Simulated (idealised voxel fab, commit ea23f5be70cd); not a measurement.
This section sets out a process module, namely voxel quadruple lines.
For reference, the cross-section in this document is cut, with width 215 nm and square cells of 5 nm.
For the purposes of this document, a cross-section shall be understood as a grid of square cells, specified as bands listed in top-to-bottom order, each band consisting of one or more rows of cells. In this notation a band is specified by the heights of its top and bottom, in that order and in nm, after which its materials appear from left to right, each paired with its width in nm. The word "throughout" attached to a single material means that material fills the band from edge to edge; the word "blank" stands for empty space. Height is counted from the level 0, under which the received wafer is composed throughout of one material. The lowest of the bands is not closed at the bottom but continues downward, in the notation "0 down". Top row gets the first number, bottom row gets the second, and each row in between changes by the same step: that is how a band width like "30..40" works. Where a step carries "nothing changed", the cross-section came out of it unchanged, cell for cell. Entry "Closed void entries" = empty spaces >= 8 cells with no open way to the top; each as width x height at distance, distance from left edge, all nm. On a step's line, text after the settings is the simulator commenting on that step. Steps that use a mask can have "overlay nm" on their line. It says how far the mask sat to the right of where it was meant to be. Negative means to the left.

## Planned process steps
1: RECEIVE, material Si
2: CONFORMAL_DEP, material SiO2, thk nm 5
3: DIRECTIONAL_DEP, material TiN, thk nm 15
4: DIRECTIONAL_DEP, material polySi, thk nm 15
5: DIRECTIONAL_DEP, material aC, thk nm 25
6: PATTERN, tone cover, mask id MANDREL, material resist, width nm 25, thk nm 35, overlay nm 0
7: DIRECTIONAL_ETCH, etch materials aC, depth nm 25
8: STRIP, etch materials resist
9: CONFORMAL_DEP, material SiO2, thk nm 15
10: DIRECTIONAL_ETCH, etch materials SiO2, depth nm 15
11: STRIP, etch materials aC
12: DIRECTIONAL_ETCH, etch materials polySi, depth nm 15
13: STRIP, etch materials SiO2
14: CONFORMAL_DEP, material SiCN, thk nm 10
15: DIRECTIONAL_ETCH, etch materials SiCN, depth nm 10
16: STRIP, etch materials polySi
17: DIRECTIONAL_ETCH, etch materials TiN, depth nm 15
18: STRIP, etch materials SiCN
19: FILL_DEP, material lowk, thk nm 10
20: CMP, height nm 20
What sets these wafers apart? The width nm at step 6. They all start alike, and the plan carries the first wafer's value.

## The first of several wafers in cross-section, exactly as it reached us after step 1
    0 down = Si throughout
    Closed void entries: none

## End-of-module cross-section, first of several wafers, after last step 20
    20 to 5 = 70 nm lowk  10 nm TiN  15 nm lowk  10 nm TiN  5 nm lowk  10 nm TiN  15 nm lowk  10 nm TiN  70 nm lowk
    5 to 0 = SiO2 throughout
    0 down = Si throughout
    Closed void entries: none

## Cross-sectional depiction of the last of several wafers upon completion of the module
    20 to 5 = 60 nm lowk  10 nm TiN  15 nm lowk  10 nm TiN  30 nm lowk  10 nm TiN  15 nm lowk  10 nm TiN  55 nm lowk
    5 to 0 = SiO2 throughout
    0 down = Si throughout
    Closed void entries: none

## Per wafer (row), end of module: delta in cells per material since receipt, (+) for gained, (-) for lost; closed voids after that
width nm 25; +43 SiO2; +24 TiN; +105 lowk; Closed void entries: none
width nm 30; +43 SiO2; +24 TiN; +105 lowk; Closed void entries: none
width nm 35; +43 SiO2; +24 TiN; +105 lowk; Closed void entries: none
width nm 40; +43 SiO2; +24 TiN; +105 lowk; Closed void entries: none
width nm 45; +43 SiO2; +24 TiN; +105 lowk; Closed void entries: none
width nm 50; +43 SiO2; +24 TiN; +105 lowk; Closed void entries: none
